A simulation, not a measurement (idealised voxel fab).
Presented below is a process module, voxel wiring stack.
Xsec cut, 240 nm wide, square cell size 5 nm.
Throughout this document, each cross-section is represented as a grid of square cells and is presented as a sequence of bands enumerated from the top downward, where a band comprises one or more rows of cells.
Band: top and bottom heights (nm) first, top before bottom; then materials from left to right, widths in nm. "throughout" marks a sole material filling the band edge to edge. "blank" denotes empty space.
Ref level 0: as-received wafer is one material below here. Bottom band extends down with no lower bound ("0 -> down").
Per-row width for "30..40": begins at first number (top row of band), ends at second number (bottom row), increment between rows held constant.
Any step labelled "nothing different" changed none of the cells in the cross-section.
You'll see "Closed void list" listing empty spaces that have no way open to the top, as long as they're 8 cells or more; the notation is width x height at distance, where the distance is from the left edge, and all of it is in nm.
Past the settings on a step's line: simulator remark, on that step.
The line of a step may include "overlay nm". On a step with a mask, this value is how far to the right of its planned place the mask lay. A negative value means the mask lay to the left.
Pairs follow: section before one process step, section after it down to the lowest changed band, step with settings underneath. Pairs may come from different runs of this module on the same starting wafer; continuity with the pair above only as stated in the "Pre-step snapshot" entry.

Pre-step snapshot:
80 -> 75 | Cu throughout
75 -> 70 | TiN 90  Cu 15  TiN 25  Cu 15  TiN 95
70 -> 55 | SiO2 85  TiN 5  Cu 15  TiN 5  SiO2 15  TiN 5  Cu 15  TiN 5  SiO2 90
55 -> 50 | SiN 85  TiN 25  SiN 15  TiN 25  SiN 90
50 -> 35 | lowk 85  Ru 15  lowk 25  Ru 15  lowk 100
35 -> 30 | SiCN 85  Ru 15  SiCN 25  Ru 15  SiCN 100
30 -> 20 | SiO2 85  Ru 25  SiO2 15  Ru 25  SiO2 90
20 -> 15 | SiO2 85  TiN 25  SiO2 15  TiN 25  SiO2 90
15 -> 0 | SiO2 throughout
0 -> down | Si throughout
Closed void list: none

Post-Process View:
85 -> 80 | SiCN throughout
Whatever lies below 80 is exactly as it was before.
Closed void list: none
Formally, the process step situated between the two cross-sections above is CONFORMAL_DEP with material SiCN, thk nm 5

Pre-step snapshot: as shown after the step in the preceding pair, directly above.

Post-Process View:
110 -> 85 | SiO2 throughout
Whatever lies below 85 is exactly as it was before.
Closed void list: none
Formally, the process step situated between the two cross-sections above is DIRECTIONAL_DEP with material SiO2, thk nm 25

Pre-step snapshot: as shown after the step in the preceding pair, directly above.

Post-Process View:
110 -> 85 | SiO2 85  blank 15  SiO2 140
Whatever lies below 85 is exactly as it was before.
Closed void list: none
Formally, the process step situated between the two cross-sections above is MASKED_ETCH with tone open, mask id METAL_3_HOLES, width nm 15, etch materials SiO2, depth nm 25, overlay nm 0

Pre-step snapshot: as shown after the step in the preceding pair, directly above.

Post-Process View:
125 -> 110 | aC 85  blank 15  aC 140
110 -> 100 | SiO2 85  blank 15  SiO2 140
100 -> 85 | SiO2 85  aC 15  SiO2 140
Whatever lies below 85 is exactly as it was before.
Closed void list: none
Formally, the process step situated between the two cross-sections above is DIRECTIONAL_DEP with material aC, thk nm 15

Pre-step snapshot: as shown after the step in the preceding pair, directly above.

Post-Process View:
155 -> 125 | resist 85  blank 25  resist 15  blank 25  resist 90
Whatever lies below 125 is exactly as it was before.
Closed void list: none
Formally, the process step situated between the two cross-sections above is PATTERN with tone open, mask id METAL_3, material resist, width nm 25, pitch nm 40, thk nm 30, overlay nm 0

Pre-step snapshot: as shown after the step in the preceding pair, directly above.

Post-Process View:
140 -> 125 | resist 85  blank 25  resist 15  blank 25  resist 90
125 -> 110 | aC 85  blank 25  aC 15  blank 25  aC 90
110 -> 85 | SiO2 85  blank 15  SiO2 140
Whatever lies below 85 is exactly as it was before.
Closed void list: none
Formally, the process step situated between the two cross-sections above is DIRECTIONAL_ETCH with etch materials aC, depth nm 15

Pre-step snapshot: as shown after the step in the preceding pair, directly above.

Post-Process View:
125 -> 110 | aC 85  blank 25  aC 15  blank 25  aC 90
Whatever lies below 110 is exactly as it was before.
Closed void list: none
Formally, the process step situated between the two cross-sections above is STRIP with etch materials resist

Pre-step snapshot: as shown after the step in the preceding pair, directly above.

Post-Process View:
125 -> 110 | aC 85  blank 25  aC 15  blank 25  aC 90
110 -> 95 | SiO2 85  blank 25  SiO2 15  blank 25  SiO2 90
Whatever lies below 95 is exactly as it was before.
Closed void list: none
Formally, the process step situated between the two cross-sections above is DIRECTIONAL_ETCH with etch materials SiO2, depth nm 15

Pre-step snapshot: as shown after the step in the preceding pair, directly above.

Post-Process View:
125 -> 110 | aC 85  blank 25  aC 15  blank 25  aC 90
110 -> 95 | SiO2 85  blank 25  SiO2 15  blank 25  SiO2 90
95 -> 85 | SiO2 85  blank 15  SiO2 140
85 -> 80 | SiCN 85  blank 15  SiCN 140
Whatever lies below 80 is exactly as it was before.
Closed void list: none
Formally, the process step situated between the two cross-sections above is DIRECTIONAL_ETCH with etch materials SiCN, depth nm 5

Pre-step snapshot: as shown after the step in the preceding pair, directly above.

Post-Process View:
110 -> 95 | SiO2 85  blank 25  SiO2 15  blank 25  SiO2 90
Whatever lies below 95 is exactly as it was before.
Closed void list: none
Formally, the process step situated between the two cross-sections above is STRIP with etch materials aC

Pre-step snapshot: as shown after the step in the preceding pair, directly above.

Post-Process View:
115 -> 110 | TiN 90  blank 15  TiN 25  blank 15  TiN 95
110 -> 100 | SiO2 85  TiN 5  blank 15  TiN 5  SiO2 15  TiN 5  blank 15  TiN 5  SiO2 90
100 -> 95 | SiO2 85  TiN 5  blank 5  TiN 15  SiO2 15  TiN 25  SiO2 90
95 -> 85 | SiO2 85  TiN 5  blank 5  TiN 5  SiO2 140
85 -> 80 | SiCN 85  TiN 15  SiCN 140
Whatever lies below 80 is exactly as it was before.
Closed void list: none
Formally, the process step situated between the two cross-sections above is CONFORMAL_DEP with material TiN, thk nm 5

Pre-step snapshot: as shown after the step in the preceding pair, directly above.

Post-Process View:
125 -> 115 | Ru throughout
115 -> 110 | TiN 90  Ru 15  TiN 25  Ru 15  TiN 95
110 -> 100 | SiO2 85  TiN 5  Ru 15  TiN 5  SiO2 15  TiN 5  Ru 15  TiN 5  SiO2 90
100 -> 95 | SiO2 85  TiN 5  Ru 5  TiN 15  SiO2 15  TiN 25  SiO2 90
95 -> 85 | SiO2 85  TiN 5  Ru 5  TiN 5  SiO2 140
Whatever lies below 85 is exactly as it was before.
Closed void list: none
Formally, the process step situated between the two cross-sections above is FILL_DEP with material Ru, thk nm 10

Pre-step snapshot: as shown after the step in the preceding pair, directly above.

Post-Process View:
110 -> 100 | SiO2 85  TiN 5  Ru 15  TiN 5  SiO2 15  TiN 5  Ru 15  TiN 5  SiO2 90
Whatever lies below 100 is exactly as it was before.
Closed void list: none
Formally, the process step situated between the two cross-sections above is CMP with height nm 110

Pre-step snapshot: as shown after the step in the preceding pair, directly above.

Post-Process View:
115 -> 110 | SiCN throughout
Whatever lies below 110 is exactly as it was before.
Closed void list: none
Formally, the process step situated between the two cross-sections above is CONFORMAL_DEP with material SiCN, thk nm 5

Pre-step snapshot: as shown after the step in the preceding pair, directly above.

Post-Process View:
145 -> 115 | SiO2 throughout
Whatever lies below 115 is exactly as it was before.
Closed void list: none
Formally, the process step situated between the two cross-sections above is DIRECTIONAL_DEP with material SiO2, thk nm 30

Pre-step snapshot: as shown after the step in the preceding pair, directly above.

Post-Process View:
165 -> 145 | resist 85  blank 25  resist 15  blank 25  resist 90
Whatever lies below 145 is exactly as it was before.
Closed void list: none
Formally, the process step situated between the two cross-sections above is PATTERN with tone open, mask id METAL_4, material resist, width nm 25, pitch nm 40, thk nm 20, overlay nm 0

Pre-step snapshot: as shown after the step in the preceding pair, directly above.

Post-Process View:
165 -> 145 | resist 85  blank 25  resist 15  blank 25  resist 90
145 -> 125 | SiO2 85  blank 25  SiO2 15  blank 25  SiO2 90
Whatever lies below 125 is exactly as it was before.
Closed void list: none
Formally, the process step situated between the two cross-sections above is DIRECTIONAL_ETCH with etch materials SiO2, depth nm 20

Pre-step snapshot: as shown after the step in the preceding pair, directly above.

Post-Process View:
145 -> 125 | SiO2 85  blank 25  SiO2 15  blank 25  SiO2 90
Whatever lies below 125 is exactly as it was before.
Closed void list: none
Formally, the process step situated between the two cross-sections above is STRIP with etch materials resist

Pre-step snapshot: as shown after the step in the preceding pair, directly above.

Post-Process View:
145 -> 125 | SiO2 85  blank 25  SiO2 15  blank 25  SiO2 90
125 -> 115 | SiO2 85  blank 15  SiO2 25  blank 15  SiO2 100
Whatever lies below 115 is exactly as it was before.
Closed void list: none
Formally, the process step situated between the two cross-sections above is MASKED_ETCH with tone open, mask id METAL_4_HOLES, width nm 15, pitch nm 40, etch materials SiO2, depth nm 10, overlay nm 0

Pre-step snapshot: as shown after the step in the preceding pair, directly above.

Post-Process View:
145 -> 125 | SiO2 85  blank 25  SiO2 15  blank 25  SiO2 90
125 -> 115 | SiO2 85  blank 15  SiO2 25  blank 15  SiO2 100
115 -> 110 | SiCN 85  blank 15  SiCN 25  blank 15  SiCN 100
Whatever lies below 110 is exactly as it was before.
Closed void list: none
Formally, the process step situated between the two cross-sections above is MASKED_ETCH with tone open, mask id METAL_4_HOLES, width nm 15, pitch nm 40, etch materials SiCN, depth nm 5, overlay nm 0

Pre-step snapshot: as shown after the step in the preceding pair, directly above.

Post-Process View:
150 -> 145 | TiN 90  blank 15  TiN 25  blank 15  TiN 95
145 -> 130 | SiO2 85  TiN 5  blank 15  TiN 5  SiO2 15  TiN 5  blank 15  TiN 5  SiO2 90
130 -> 125 | SiO2 85  TiN 5  blank 5  TiN 15  SiO2 15  TiN 5  blank 5  TiN 15  SiO2 90
125 -> 115 | SiO2 85  TiN 5  blank 5  TiN 5  SiO2 25  TiN 5  blank 5  TiN 5  SiO2 100
115 -> 110 | SiCN 85  TiN 15  SiCN 25  TiN 15  SiCN 100
Whatever lies below 110 is exactly as it was before.
Closed void list: none
Formally, the process step situated between the two cross-sections above is CONFORMAL_DEP with material TiN, thk nm 5

Pre-step snapshot: as shown after the step in the preceding pair, directly above.

Post-Process View:
155 -> 150 | Cu throughout
150 -> 145 | TiN 90  Cu 15  TiN 25  Cu 15  TiN 95
145 -> 130 | SiO2 85  TiN 5  Cu 15  TiN 5  SiO2 15  TiN 5  Cu 15  TiN 5  SiO2 90
130 -> 125 | SiO2 85  TiN 5  Cu 5  TiN 15  SiO2 15  TiN 5  Cu 5  TiN 15  SiO2 90
125 -> 115 | SiO2 85  TiN 5  Cu 5  TiN 5  SiO2 25  TiN 5  Cu 5  TiN 5  SiO2 100
Whatever lies below 115 is exactly as it was before.
Closed void list: none
Formally, the process step situated between the two cross-sections above is FILL_DEP with material Cu, thk nm 5

Pre-step snapshot: as shown after the step in the preceding pair, directly above.

Post-Process View:
145 -> 130 | SiO2 85  TiN 5  Cu 15  TiN 5  SiO2 15  TiN 5  Cu 15  TiN 5  SiO2 90
Whatever lies below 130 is exactly as it was before.
Closed void list: none
Formally, the process step situated between the two cross-sections above is CMP with height nm 145

Pre-step snapshot: as shown after the step in the preceding pair, directly above.

Post-Process View:
150 -> 145 | SiN throughout
Whatever lies below 145 is exactly as it was before.
Closed void list: none
Formally, the process step situated between the two cross-sections above is CONFORMAL_DEP with material SiN, thk nm 5

Pre-step snapshot:
60 -> 45 | lowk throughout
45 -> 40 | SiCN throughout
40 -> 20 | SiO2 85  Ru 25  SiO2 15  Ru 25  SiO2 90
20 -> 15 | SiO2 85  TiN 25  SiO2 15  TiN 25  SiO2 90
15 -> 0 | SiO2 throughout
0 -> down | Si throughout
Closed void list: none

Post-Process View:
60 -> 45 | lowk 80  blank 25  lowk 15  blank 25  lowk 95
Whatever lies below 45 is exactly as it was before.
Closed void list: none
Formally, the process step situated between the two cross-sections above is MASKED_ETCH with tone open, mask id PLUG_1, width nm 25, pitch nm 40, etch materials lowk, depth nm 15, overlay nm 0

Pre-step snapshot: as shown after the step in the preceding pair, directly above.

Post-Process View:
60 -> 45 | lowk 80  blank 25  lowk 15  blank 25  lowk 95
45 -> 40 | SiCN 85  blank 15  SiCN 25  blank 15  SiCN 100
Whatever lies below 40 is exactly as it was before.
Closed void list: none
Formally, the process step situated between the two cross-sections above is MASKED_ETCH with tone open, mask id PLUG_1, width nm 15, pitch nm 40, etch materials SiCN, depth nm 5, overlay nm 0

Pre-step snapshot: as shown after the step in the preceding pair, directly above.

Post-Process View:
60 -> 50 | lowk 80  blank 25  lowk 15  blank 25  lowk 95
50 -> 45 | lowk 80  Ru 25  lowk 15  Ru 25  lowk 95
45 -> 40 | SiCN 85  Ru 15  SiCN 25  Ru 15  SiCN 100
Whatever lies below 40 is exactly as it was before.
Closed void list: none
Formally, the process step situated between the two cross-sections above is EPI with material Ru, thk nm 10

Pre-step snapshot: as shown after the step in the preceding pair, directly above.

Post-Process View:
60 -> 45 | lowk 80  Ru 25  lowk 15  Ru 25  lowk 95
Whatever lies below 45 is exactly as it was before.
Closed void list: none
Formally, the process step situated between the two cross-sections above is EPI with material Ru, thk nm 10

Pre-step snapshot: as shown after the step in the preceding pair, directly above.

Post-Process View:
65 -> 60 | SiN throughout
Whatever lies below 60 is exactly as it was before.
Closed void list: none
Formally, the process step situated between the two cross-sections above is CONFORMAL_DEP with material SiN, thk nm 5

Pre-step snapshot: as shown after the step in the preceding pair, directly above.

Post-Process View:
80 -> 65 | SiO2 throughout
Whatever lies below 65 is exactly as it was before.
Closed void list: none
Formally, the process step situated between the two cross-sections above is DIRECTIONAL_DEP with material SiO2, thk nm 15

Pre-step snapshot: as shown after the step in the preceding pair, directly above.

Post-Process View:
95 -> 80 | aC throughout
Whatever lies below 80 is exactly as it was before.
Closed void list: none
Formally, the process step situated between the two cross-sections above is DIRECTIONAL_DEP with material aC, thk nm 15

Pre-step snapshot: as shown after the step in the preceding pair, directly above.

Post-Process View:
125 -> 95 | resist 85  blank 25  resist 15  blank 25  resist 90
Whatever lies below 95 is exactly as it was before.
Closed void list: none
Formally, the process step situated between the two cross-sections above is PATTERN with tone open, mask id METAL_2, material resist, width nm 25, pitch nm 40, thk nm 30, overlay nm 0

Pre-step snapshot: as shown after the step in the preceding pair, directly above.

Post-Process View:
110 -> 95 | resist 85  blank 25  resist 15  blank 25  resist 90
95 -> 80 | aC 85  blank 25  aC 15  blank 25  aC 90
Whatever lies below 80 is exactly as it was before.
Closed void list: none
Formally, the process step situated between the two cross-sections above is DIRECTIONAL_ETCH with etch materials aC, depth nm 15

Pre-step snapshot: as shown after the step in the preceding pair, directly above.

Post-Process View:
95 -> 80 | aC 85  blank 25  aC 15  blank 25  aC 90
Whatever lies below 80 is exactly as it was before.
Closed void list: none
Formally, the process step situated between the two cross-sections above is STRIP with etch materials resist

Pre-step snapshot: as shown after the step in the preceding pair, directly above.

Post-Process View:
95 -> 80 | aC 85  blank 25  aC 15  blank 25  aC 90
80 -> 65 | SiO2 85  blank 25  SiO2 15  blank 25  SiO2 90
Whatever lies below 65 is exactly as it was before.
Closed void list: none
Formally, the process step situated between the two cross-sections above is DIRECTIONAL_ETCH with etch materials SiO2, depth nm 15

Pre-step snapshot: as shown after the step in the preceding pair, directly above.

Post-Process View:
95 -> 80 | aC 85  blank 25  aC 15  blank 25  aC 90
80 -> 65 | SiO2 85  blank 25  SiO2 15  blank 25  SiO2 90
65 -> 60 | SiN 85  blank 25  SiN 15  blank 25  SiN 90
Whatever lies below 60 is exactly as it was before.
Closed void list: none
Formally, the process step situated between the two cross-sections above is DIRECTIONAL_ETCH with etch materials SiN, depth nm 5

Pre-step snapshot: as shown after the step in the preceding pair, directly above.

Post-Process View:
80 -> 65 | SiO2 85  blank 25  SiO2 15  blank 25  SiO2 90
Whatever lies below 65 is exactly as it was before.
Closed void list: none
Formally, the process step situated between the two cross-sections above is STRIP with etch materials aC

Pre-step snapshot: as shown after the step in the preceding pair, directly above.

Post-Process View:
85 -> 80 | TiN 90  blank 15  TiN 25  blank 15  TiN 95
80 -> 65 | SiO2 85  TiN 5  blank 15  TiN 5  SiO2 15  TiN 5  blank 15  TiN 5  SiO2 90
65 -> 60 | SiN 85  TiN 25  SiN 15  TiN 25  SiN 90
Whatever lies below 60 is exactly as it was before.
Closed void list: none
Formally, the process step situated between the two cross-sections above is CONFORMAL_DEP with material TiN, thk nm 5

Pre-step snapshot: as shown after the step in the preceding pair, directly above.

Post-Process View:
90 -> 85 | Cu throughout
85 -> 80 | TiN 90  Cu 15  TiN 25  Cu 15  TiN 95
80 -> 65 | SiO2 85  TiN 5  Cu 15  TiN 5  SiO2 15  TiN 5  Cu 15  TiN 5  SiO2 90
Whatever lies below 65 is exactly as it was before.
Closed void list: none
Formally, the process step situated between the two cross-sections above is FILL_DEP with material Cu, thk nm 5

Pre-step snapshot: as shown after the step in the preceding pair, directly above.

Post-Process View:
80 -> 65 | SiO2 85  TiN 5  Cu 15  TiN 5  SiO2 15  TiN 5  Cu 15  TiN 5  SiO2 90
Whatever lies below 65 is exactly as it was before.
Closed void list: none
Formally, the process step situated between the two cross-sections above is CMP with height nm 80

Pre-step snapshot: as shown after the step in the preceding pair, directly above.

Post-Process View:
85 -> 80 | SiCN throughout
Whatever lies below 80 is exactly as it was before.
Closed void list: none
Formally, the process step situated between the two cross-sections above is CONFORMAL_DEP with material SiCN, thk nm 5

Pre-step snapshot: as shown after the step in the preceding pair, directly above.

Post-Process View:
110 -> 85 | SiO2 throughout
Whatever lies below 85 is exactly as it was before.
Closed void list: none
Formally, the process step situated between the two cross-sections above is DIRECTIONAL_DEP with material SiO2, thk nm 25

Pre-step snapshot: as shown after the step in the preceding pair, directly above.

Post-Process View:
110 -> 85 | SiO2 85  blank 15  SiO2 140
Whatever lies below 85 is exactly as it was before.
Closed void list: none
Formally, the process step situated between the two cross-sections above is MASKED_ETCH with tone open, mask id METAL_3_HOLES, width nm 15, etch materials SiO2, depth nm 25, overlay nm 0

Pre-step snapshot: as shown after the step in the preceding pair, directly above.

Post-Process View:
125 -> 110 | aC 85  blank 15  aC 140
110 -> 100 | SiO2 85  blank 15  SiO2 140
100 -> 85 | SiO2 85  aC 15  SiO2 140
Whatever lies below 85 is exactly as it was before.
Closed void list: none
Formally, the process step situated between the two cross-sections above is DIRECTIONAL_DEP with material aC, thk nm 15

Pre-step snapshot: as shown after the step in the preceding pair, directly above.

Post-Process View:
155 -> 125 | resist 85  blank 25  resist 15  blank 25  resist 90
Whatever lies below 125 is exactly as it was before.
Closed void list: none
Formally, the process step situated between the two cross-sections above is PATTERN with tone open, mask id METAL_3, material resist, width nm 25, pitch nm 40, thk nm 30, overlay nm 0

Pre-step snapshot: as shown after the step in the preceding pair, directly above.

Post-Process View:
140 -> 125 | resist 85  blank 25  resist 15  blank 25  resist 90
125 -> 110 | aC 85  blank 25  aC 15  blank 25  aC 90
110 -> 85 | SiO2 85  blank 15  SiO2 140
Whatever lies below 85 is exactly as it was before.
Closed void list: none
Formally, the process step situated between the two cross-sections above is DIRECTIONAL_ETCH with etch materials aC, depth nm 15

Pre-step snapshot: as shown after the step in the preceding pair, directly above.

Post-Process View:
125 -> 110 | aC 85  blank 25  aC 15  blank 25  aC 90
Whatever lies below 110 is exactly as it was before.
Closed void list: none
Formally, the process step situated between the two cross-sections above is STRIP with etch materials resist

Pre-step snapshot: as shown after the step in the preceding pair, directly above.

Post-Process View:
125 -> 110 | aC 85  blank 25  aC 15  blank 25  aC 90
110 -> 95 | SiO2 85  blank 25  SiO2 15  blank 25  SiO2 90
Whatever lies below 95 is exactly as it was before.
Closed void list: none
Formally, the process step situated between the two cross-sections above is DIRECTIONAL_ETCH with etch materials SiO2, depth nm 15

Pre-step snapshot: as shown after the step in the preceding pair, directly above.

Post-Process View:
125 -> 110 | aC 85  blank 25  aC 15  blank 25  aC 90
110 -> 95 | SiO2 85  blank 25  SiO2 15  blank 25  SiO2 90
95 -> 85 | SiO2 85  blank 15  SiO2 140
85 -> 80 | SiCN 85  blank 15  SiCN 140
Whatever lies below 80 is exactly as it was before.
Closed void list: none
Formally, the process step situated between the two cross-sections above is DIRECTIONAL_ETCH with etch materials SiCN, depth nm 5

Pre-step snapshot: as shown after the step in the preceding pair, directly above.

Post-Process View:
110 -> 95 | SiO2 85  blank 25  SiO2 15  blank 25  SiO2 90
Whatever lies below 95 is exactly as it was before.
Closed void list: none
Formally, the process step situated between the two cross-sections above is STRIP with etch materials aC

Pre-step snapshot: as shown after the step in the preceding pair, directly above.

Post-Process View:
115 -> 110 | TiN 90  blank 15  TiN 25  blank 15  TiN 95
110 -> 100 | SiO2 85  TiN 5  blank 15  TiN 5  SiO2 15  TiN 5  blank 15  TiN 5  SiO2 90
100 -> 95 | SiO2 85  TiN 5  blank 5  TiN 15  SiO2 15  TiN 25  SiO2 90
95 -> 85 | SiO2 85  TiN 5  blank 5  TiN 5  SiO2 140
85 -> 80 | SiCN 85  TiN 15  SiCN 140
Whatever lies below 80 is exactly as it was before.
Closed void list: none
Formally, the process step situated between the two cross-sections above is CONFORMAL_DEP with material TiN, thk nm 5

Pre-step snapshot: as shown after the step in the preceding pair, directly above.

Post-Process View:
125 -> 115 | Ru throughout
115 -> 110 | TiN 90  Ru 15  TiN 25  Ru 15  TiN 95
110 -> 100 | SiO2 85  TiN 5  Ru 15  TiN 5  SiO2 15  TiN 5  Ru 15  TiN 5  SiO2 90
100 -> 95 | SiO2 85  TiN 5  Ru 5  TiN 15  SiO2 15  TiN 25  SiO2 90
95 -> 85 | SiO2 85  TiN 5  Ru 5  TiN 5  SiO2 140
Whatever lies below 85 is exactly as it was before.
Closed void list: none
Formally, the process step situated between the two cross-sections above is FILL_DEP with material Ru, thk nm 10

Pre-step snapshot: as shown after the step in the preceding pair, directly above.

Post-Process View:
110 -> 100 | SiO2 85  TiN 5  Ru 15  TiN 5  SiO2 15  TiN 5  Ru 15  TiN 5  SiO2 90
Whatever lies below 100 is exactly as it was before.
Closed void list: none
Formally, the process step situated between the two cross-sections above is CMP with height nm 110

Pre-step snapshot: as shown after the step in the preceding pair, directly above.

Post-Process View:
115 -> 110 | SiCN throughout
Whatever lies below 110 is exactly as it was before.
Closed void list: none
Formally, the process step situated between the two cross-sections above is CONFORMAL_DEP with material SiCN, thk nm 5

Pre-step snapshot: as shown after the step in the preceding pair, directly above.

Post-Process View:
145 -> 115 | SiO2 throughout
Whatever lies below 115 is exactly as it was before.
Closed void list: none
Formally, the process step situated between the two cross-sections above is DIRECTIONAL_DEP with material SiO2, thk nm 30

Pre-step snapshot: as shown after the step in the preceding pair, directly above.

Post-Process View:
165 -> 145 | resist 85  blank 25  resist 15  blank 25  resist 90
Whatever lies below 145 is exactly as it was before.
Closed void list: none
Formally, the process step situated between the two cross-sections above is PATTERN with tone open, mask id METAL_4, material resist, width nm 25, pitch nm 40, thk nm 20, overlay nm 0

Pre-step snapshot: as shown after the step in the preceding pair, directly above.

Post-Process View:
165 -> 145 | resist 85  blank 25  resist 15  blank 25  resist 90
145 -> 125 | SiO2 85  blank 25  SiO2 15  blank 25  SiO2 90
Whatever lies below 125 is exactly as it was before.
Closed void list: none
Formally, the process step situated between the two cross-sections above is DIRECTIONAL_ETCH with etch materials SiO2, depth nm 20

Pre-step snapshot: as shown after the step in the preceding pair, directly above.

Post-Process View:
145 -> 125 | SiO2 85  blank 25  SiO2 15  blank 25  SiO2 90
Whatever lies below 125 is exactly as it was before.
Closed void list: none
Formally, the process step situated between the two cross-sections above is STRIP with etch materials resist

Pre-step snapshot: as shown after the step in the preceding pair, directly above.

Post-Process View:
145 -> 125 | SiO2 85  blank 25  SiO2 15  blank 25  SiO2 90
125 -> 115 | SiO2 85  blank 15  SiO2 25  blank 15  SiO2 100
Whatever lies below 115 is exactly as it was before.
Closed void list: none
Formally, the process step situated between the two cross-sections above is MASKED_ETCH with tone open, mask id METAL_4_HOLES, width nm 15, pitch nm 40, etch materials SiO2, depth nm 10, overlay nm 0

Pre-step snapshot: as shown after the step in the preceding pair, directly above.

Post-Process View:
145 -> 125 | SiO2 85  blank 25  SiO2 15  blank 25  SiO2 90
125 -> 115 | SiO2 85  blank 15  SiO2 25  blank 15  SiO2 100
115 -> 110 | SiCN 85  blank 15  SiCN 25  blank 15  SiCN 100
Whatever lies below 110 is exactly as it was before.
Closed void list: none
Formally, the process step situated between the two cross-sections above is MASKED_ETCH with tone open, mask id METAL_4_HOLES, width nm 15, pitch nm 40, etch materials SiCN, depth nm 5, overlay nm 0

Pre-step snapshot: as shown after the step in the preceding pair, directly above.

Post-Process View:
150 -> 145 | TiN 90  blank 15  TiN 25  blank 15  TiN 95
145 -> 130 | SiO2 85  TiN 5  blank 15  TiN 5  SiO2 15  TiN 5  blank 15  TiN 5  SiO2 90
130 -> 125 | SiO2 85  TiN 5  blank 5  TiN 15  SiO2 15  TiN 5  blank 5  TiN 15  SiO2 90
125 -> 115 | SiO2 85  TiN 5  blank 5  TiN 5  SiO2 25  TiN 5  blank 5  TiN 5  SiO2 100
115 -> 110 | SiCN 85  TiN 15  SiCN 25  TiN 15  SiCN 100
Whatever lies below 110 is exactly as it was before.
Closed void list: none
Formally, the process step situated between the two cross-sections above is CONFORMAL_DEP with material TiN, thk nm 5

Pre-step snapshot: as shown after the step in the preceding pair, directly above.

Post-Process View:
155 -> 150 | Cu throughout
150 -> 145 | TiN 90  Cu 15  TiN 25  Cu 15  TiN 95
145 -> 130 | SiO2 85  TiN 5  Cu 15  TiN 5  SiO2 15  TiN 5  Cu 15  TiN 5  SiO2 90
130 -> 125 | SiO2 85  TiN 5  Cu 5  TiN 15  SiO2 15  TiN 5  Cu 5  TiN 15  SiO2 90
125 -> 115 | SiO2 85  TiN 5  Cu 5  TiN 5  SiO2 25  TiN 5  Cu 5  TiN 5  SiO2 100
Whatever lies below 115 is exactly as it was before.
Closed void list: none
Formally, the process step situated between the two cross-sections above is FILL_DEP with material Cu, thk nm 5

Pre-step snapshot: as shown after the step in the preceding pair, directly above.

Post-Process View:
145 -> 130 | SiO2 85  TiN 5  Cu 15  TiN 5  SiO2 15  TiN 5  Cu 15  TiN 5  SiO2 90
Whatever lies below 130 is exactly as it was before.
Closed void list: none
Formally, the process step situated between the two cross-sections above is CMP with height nm 145

Pre-step snapshot: as shown after the step in the preceding pair, directly above.

Post-Process View:
150 -> 145 | SiN throughout
Whatever lies below 145 is exactly as it was before.
Closed void list: none
Formally, the process step situated between the two cross-sections above is CONFORMAL_DEP with material SiN, thk nm 5

Pre-step snapshot:
40 -> 20 | blank 85  Ru 25  blank 15  Ru 25  blank 90
20 -> 15 | TiN throughout
15 -> 0 | SiO2 throughout
0 -> down | Si throughout
Closed void list: none

Post-Process View:
40 -> 20 | blank 85  Ru 25  blank 15  Ru 25  blank 90
20 -> 15 | blank 85  TiN 30  blank 10  TiN 30  blank 85
Whatever lies below 15 is exactly as it was before.
Closed void list: none
Formally, the process step situated between the two cross-sections above is MASKED_ETCH with tone cover, mask id METAL_1, width nm 25, pitch nm 40, etch materials TiN, depth nm 5, overlay nm 5

Pre-step snapshot: as shown after the step in the preceding pair, directly above.

Post-Process View:
45 -> 40 | SiO2 throughout
40 -> 20 | SiO2 85  Ru 25  SiO2 15  Ru 25  SiO2 90
20 -> 15 | SiO2 85  TiN 30  SiO2 10  TiN 30  SiO2 85
Whatever lies below 15 is exactly as it was before.
Closed void list: none
Formally, the process step situated between the two cross-sections above is FILL_DEP with material SiO2, thk nm 5

Pre-step snapshot: as shown after the step in the preceding pair, directly above.

Post-Process View:
40 -> 20 | SiO2 85  Ru 25  SiO2 15  Ru 25  SiO2 90
Whatever lies below 20 is exactly as it was before.
Closed void list: none
Formally, the process step situated between the two cross-sections above is CMP with height nm 40

Pre-step snapshot: as shown after the step in the preceding pair, directly above.

Post-Process View:
45 -> 40 | SiCN throughout
Whatever lies below 40 is exactly as it was before.
Closed void list: none
Formally, the process step situated between the two cross-sections above is CONFORMAL_DEP with material SiCN, thk nm 5

Pre-step snapshot: as shown after the step in the preceding pair, directly above.

Post-Process View:
60 -> 45 | lowk throughout
Whatever lies below 45 is exactly as it was before.
Closed void list: none
Formally, the process step situated between the two cross-sections above is DIRECTIONAL_DEP with material lowk, thk nm 15

Pre-step snapshot: as shown after the step in the preceding pair, directly above.

Post-Process View:
60 -> 45 | lowk 85  blank 15  lowk 25  blank 15  lowk 100
Whatever lies below 45 is exactly as it was before.
Closed void list: none
Formally, the process step situated between the two cross-sections above is MASKED_ETCH with tone open, mask id PLUG_1, width nm 15, pitch nm 40, etch materials lowk, depth nm 15, overlay nm 0

Pre-step snapshot: as shown after the step in the preceding pair, directly above.

Post-Process View:
60 -> 45 | lowk 85  blank 15  lowk 25  blank 15  lowk 100
45 -> 40 | SiCN 85  blank 15  SiCN 25  blank 15  SiCN 100
Whatever lies below 40 is exactly as it was before.
Closed void list: none
Formally, the process step situated between the two cross-sections above is MASKED_ETCH with tone open, mask id PLUG_1, width nm 15, pitch nm 40, etch materials SiCN, depth nm 5, overlay nm 0

Pre-step snapshot: as shown after the step in the preceding pair, directly above.

Post-Process View:
60 -> 50 | lowk 85  blank 15  lowk 25  blank 15  lowk 100
50 -> 45 | lowk 85  Ru 15  lowk 25  Ru 15  lowk 100
45 -> 40 | SiCN 85  Ru 15  SiCN 25  Ru 15  SiCN 100
Whatever lies below 40 is exactly as it was before.
Closed void list: none
Formally, the process step situated between the two cross-sections above is EPI with material Ru, thk nm 10

Pre-step snapshot: as shown after the step in the preceding pair, directly above.

Post-Process View:
60 -> 45 | lowk 85  Ru 15  lowk 25  Ru 15  lowk 100
Whatever lies below 45 is exactly as it was before.
Closed void list: none
Formally, the process step situated between the two cross-sections above is EPI with material Ru, thk nm 10

Pre-step snapshot: as shown after the step in the preceding pair, directly above.

Post-Process View:
65 -> 60 | SiN throughout
Whatever lies below 60 is exactly as it was before.
Closed void list: none
Formally, the process step situated between the two cross-sections above is CONFORMAL_DEP with material SiN, thk nm 5

Pre-step snapshot: as shown after the step in the preceding pair, directly above.

Post-Process View:
80 -> 65 | SiO2 throughout
Whatever lies below 65 is exactly as it was before.
Closed void list: none
Formally, the process step situated between the two cross-sections above is DIRECTIONAL_DEP with material SiO2, thk nm 15

Pre-step snapshot: as shown after the step in the preceding pair, directly above.

Post-Process View:
95 -> 80 | aC throughout
Whatever lies below 80 is exactly as it was before.
Closed void list: none
Formally, the process step situated between the two cross-sections above is DIRECTIONAL_DEP with material aC, thk nm 15
